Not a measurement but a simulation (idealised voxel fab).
The process module presented herein is designated voxel capacitor over wiring.
The cross-section on display is named cut; it measures 150 nm wide, and its cells are 5 nm squares.
Reading order for cross-sections: top band down to bottom band. Underlying form: a grid of square cells. Band size: one or more rows of cells.
In this notation a band is specified by the heights of its top and bottom, in that order and in nm, after which its materials appear from left to right, each paired with its width in nm. The word "full width" attached to a single material means that material fills the band from edge to edge; the word "empty" stands for empty space.
Measure heights from 0. That's the level where, below it, the as-received wafer is all one material. The lowest band is bottomless and extends downward; write it as in "z 0 and below".
Width: "30->40" (first number = top row, second number = bottom row, same change from row to row of cells).
Reading "stayed the same" for a step: not a cell of the cross-section changed in it.
Enclosed voids (no open way to top), threshold 8 cells or more, entry "Closed void roster", notation width x height at distance, distance from left edge, nm.
Where a step's line continues beyond its settings, the continuation is a remark by the simulator itself on that step.
overlay nm, on a step with a mask: how far to the right of its planned place the mask lay; to the left if negative

-- Set out below are the planned steps of the process
- 1: RECEIVE (material Si)
- 2: CONFORMAL_DEP (material SiO2; thk nm 15)
- 3: CONFORMAL_DEP (material SiCN; thk nm 5)
- 4: DIRECTIONAL_DEP (material lowk; thk nm 20)
- 5: DIRECTIONAL_DEP (material aC; thk nm 15)
- 6: PATTERN (tone open; mask id METAL_1; material resist; width nm 20; pitch nm 90; thk nm 35; overlay nm 0)
- 7: DIRECTIONAL_ETCH (etch materials aC; depth nm 15)
- 8: STRIP (etch materials resist)
- 9: DIRECTIONAL_ETCH (etch materials lowk; depth nm 20)
- 10: DIRECTIONAL_ETCH (etch materials SiCN; depth nm 5)
- 11: STRIP (etch materials aC)
- 12: CONFORMAL_DEP (material TiN; thk nm 5)
- 13: FILL_DEP (material Cu; thk nm 10)
- 14: CMP (height nm 40)
- 15: CONFORMAL_DEP (material SiCN; thk nm 5)
- 16: DIRECTIONAL_DEP (material SiO2; thk nm 10)
- 17: DIRECTIONAL_DEP (material aC; thk nm 10)
- 18: PATTERN (tone open; mask id PLUG_1; material resist; width nm 15; thk nm 25; overlay nm 0)
- 19: DIRECTIONAL_ETCH (etch materials aC; depth nm 10)
- 20: STRIP (etch materials resist)
- 21: DIRECTIONAL_ETCH (etch materials SiO2; depth nm 10)
- 22: DIRECTIONAL_ETCH (etch materials SiCN; depth nm 5)
- 23: STRIP (etch materials aC)
- 24: EPI (material Ru; thk nm 10)
- 25: EPI (material Ru; thk nm 5)
- 26: DIRECTIONAL_DEP (material TiN; thk nm 10)
- 27: DIRECTIONAL_DEP (material SiN; thk nm 5)
- 28: DIRECTIONAL_DEP (material TiN; thk nm 10)
- 29: MASKED_ETCH (tone cover; mask id UPPER_PLATE; width nm 75; etch materials TiN; depth nm 10; overlay nm 0)
- 30: MASKED_ETCH (tone cover; mask id UPPER_PLATE; width nm 75; etch materials SiN; depth nm 5; overlay nm 0)
- 31: MASKED_ETCH (tone cover; mask id LOWER_PLATE; width nm 85; etch materials TiN; depth nm 10; overlay nm 0)
- 32: FILL_DEP (material SiO2; thk nm 15)
- 33: CMP (height nm 90)
- 34: MASKED_ETCH (tone open; mask id PLUG_2; width nm 15; etch materials SiO2; depth nm 10; overlay nm 0)
- 35: CONFORMAL_DEP (material TiN; thk nm 5)
- 36: FILL_DEP (material Cu; thk nm 10)
- 37: CMP (height nm 90)
- 38: CONFORMAL_DEP (material SiCN; thk nm 5)

-- Cross-section of the incoming wafer, state after step 1
- z 0 and below | Si full width
- Closed void roster: none

-- Looking at the first of two wafers in cross-section at end of module - ran to plan
- z 95 to 90 | SiCN full width
- z 90 to 85 | 35 SiO2; 5 TiN; 5 Cu; 5 TiN; 100 SiO2
- z 85 to 80 | 35 SiO2; 15 TiN; 100 SiO2
- z 80 to 70 | 25 SiO2; 75 TiN; 50 SiO2
- z 70 to 65 | 25 SiO2; 75 SiN; 50 SiO2
- z 65 to 55 | 20 SiO2; 85 TiN; 45 SiO2
- z 55 to 45 | 25 SiO2; 15 Ru; 110 SiO2
- z 45 to 40 | 25 SiCN; 15 Ru; 110 SiCN
- z 40 to 20 | 20 lowk; 5 TiN; 10 Cu; 5 TiN; 70 lowk; 5 TiN; 10 Cu; 5 TiN; 20 lowk
- z 20 to 15 | 20 SiCN; 20 TiN; 70 SiCN; 20 TiN; 20 SiCN
- z 15 to 0 | SiO2 full width
- z 0 and below | Si full width
- Closed void roster: none

-- End-of-module cross-section of the second wafer: identical starting point and process plan to the first, with one processing mistake
- z 95 to 90 | SiCN full width
- z 90 to 80 | 25 SiO2; 25 TiN; 100 SiO2
- z 80 to 75 | 25 SiO2; 25 SiN; 50 TiN; 50 SiO2
- z 75 to 70 | 20 SiO2; 80 TiN; 50 SiO2
- z 70 to 65 | 20 SiO2; 30 TiN; 50 SiN; 50 SiO2
- z 65 to 55 | 15 SiO2; 35 Ru; 55 TiN; 45 SiO2
- z 55 to 45 | 25 SiO2; 15 Ru; 110 SiO2
- z 45 to 40 | 25 SiCN; 15 Ru; 110 SiCN
- z 40 to 20 | 20 lowk; 5 TiN; 10 Cu; 5 TiN; 70 lowk; 5 TiN; 10 Cu; 5 TiN; 20 lowk
- z 20 to 15 | 20 SiCN; 20 TiN; 70 SiCN; 20 TiN; 20 SiCN
- z 15 to 0 | SiO2 full width
- z 0 and below | Si full width
- Closed void roster: none
Where did the run depart from the plan? step 24 of the plan was carried out twice
Wrapping up, a cell-based count of both wafers puts the second over or under the first for these materials: 1 fewer of Cu | 14 more of Ru | 8 fewer of SiO2 | 5 fewer of TiN
